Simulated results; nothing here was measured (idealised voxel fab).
Presented below is a process module, voxel capacitor over wiring.
Square cell edge 5 nm, section width 220 nm, ID cut.
Cross-section spec: square-cell grid; bands listed top down; each band is one or more rows. It is stipulated that each band's entry specify, in nanometres, the height of the top of the band and then that of its bottom, followed by the materials of the band in left-to-right sequence, each together with its width in nanometres. A single material marked by the word "full width" is understood to fill the band from edge to edge; the word "air" is understood to denote empty space. It should be noted that heights are counted from 0, beneath which the wafer as supplied is of one material throughout, and that the lowest band possesses no lower boundary but continues downward, as written in "from 0 down". The expression "30->40" gives the width at the extremes of the band, the first number at its top row of cells and the second at its bottom row, with the width changing by equal amounts from each row to the next in between. It should be understood that the words "nothing got changed", when stated for a given step, signify that the cross-section underwent no change in any of its cells during that step. Voids not open to the top, 8 cells minimum: see "Cavities, sealed". Written width x height at distance; distance is from the left edge; nm. Heads up: the bit after the settings on a step's line is the simulator's remark on that step. What "overlay nm" on a step's line means: if the step has a mask, that mask lay this far to the right of its planned place, or, when the value is negative, to the left.
## So here's the lineup of process steps we planned
1) RECEIVE with material Si
2) CONFORMAL_DEP with material SiO2, thk nm 10
3) CONFORMAL_DEP with material SiCN, thk nm 5
4) DIRECTIONAL_DEP with material SiO2, thk nm 25
5) MASKED_ETCH with tone open, mask id METAL_1, width nm 30, pitch nm 85, etch materials SiO2, depth nm 25, overlay nm 0
6) MASKED_ETCH with tone open, mask id METAL_1, width nm 30, pitch nm 85, etch materials SiCN, depth nm 5, overlay nm 0
7) CONFORMAL_DEP with material TiN, thk nm 5
8) FILL_DEP with material Ru, thk nm 10
9) CMP with height nm 40
10) CONFORMAL_DEP with material SiCN, thk nm 5
11) DIRECTIONAL_DEP with material SiO2, thk nm 15
12) DIRECTIONAL_DEP with material aC, thk nm 10
13) PATTERN with tone open, mask id PLUG_1, material resist, width nm 15, thk nm 30, overlay nm 0
14) DIRECTIONAL_ETCH with etch materials aC, depth nm 10
15) STRIP with etch materials resist
16) DIRECTIONAL_ETCH with etch materials SiO2, depth nm 15
17) DIRECTIONAL_ETCH with etch materials SiCN, depth nm 5
18) STRIP with etch materials aC
19) CONFORMAL_DEP with material TiN, thk nm 5
20) FILL_DEP with material Ru, thk nm 10
21) CMP with height nm 60
22) DIRECTIONAL_DEP with material TiN, thk nm 5
23) DIRECTIONAL_DEP with material HfO2, thk nm 5
24) DIRECTIONAL_DEP with material TiN, thk nm 10
25) DIRECTIONAL_DEP with material aC, thk nm 10
26) PATTERN with tone cover, mask id UPPER_PLATE, material resist, width nm 60, thk nm 25, overlay nm 0
27) DIRECTIONAL_ETCH with etch materials aC, depth nm 10
28) STRIP with etch materials resist
29) DIRECTIONAL_ETCH with etch materials TiN, depth nm 10
30) DIRECTIONAL_ETCH with etch materials HfO2, depth nm 5
31) STRIP with etch materials aC
32) DIRECTIONAL_DEP with material aC, thk nm 15
33) PATTERN with tone cover, mask id LOWER_PLATE, material resist, width nm 70, thk nm 30, overlay nm 0
34) DIRECTIONAL_ETCH with etch materials aC, depth nm 15
35) STRIP with etch materials resist
36) DIRECTIONAL_ETCH with etch materials TiN, depth nm 10
37) STRIP with etch materials aC
38) FILL_DEP with material SiO2, thk nm 15
39) CMP with height nm 95
40) MASKED_ETCH with tone open, mask id PLUG_2, width nm 15, etch materials SiO2, depth nm 10, overlay nm 0
41) CONFORMAL_DEP with material TiN, thk nm 5
42) FILL_DEP with material W, thk nm 10
43) CMP with height nm 95
44) CONFORMAL_DEP with material SiN, thk nm 5
The plan shows the thk nm of step 22 as the first wafer had it; this setting differs between the wafers, which start out alike.
## Step 1 complete: as-received cross-section of the first of several wafers
  from 0 down = Si full width
  Cavities, sealed: none
## The following table contains a row per wafer, in which are reported, at the conclusion of the module, the cells of each material gained (+) or lost (-) since the wafer's receipt, with its closed voids given thereafter
thk nm 5, +12 HfO2, +43 Ru, +73 SiCN, +44 SiN, +623 SiO2, +84 TiN, +1 W, Cavities, sealed: none
thk nm 10, +12 HfO2, +43 Ru, +73 SiCN, +44 SiN, +609 SiO2, +98 TiN, +1 W, Cavities, sealed: none
thk nm 15, +12 HfO2, +43 Ru, +73 SiCN, +44 SiN, +568 SiO2, +140 TiN, Cavities, sealed: none
thk nm 20, +12 HfO2, +43 Ru, +73 SiCN, +44 SiN, +527 SiO2, +181 TiN, Cavities, sealed: none
thk nm 25, +12 HfO2, +43 Ru, +73 SiCN, +44 SiN, +495 SiO2, +213 TiN, Cavities, sealed: none
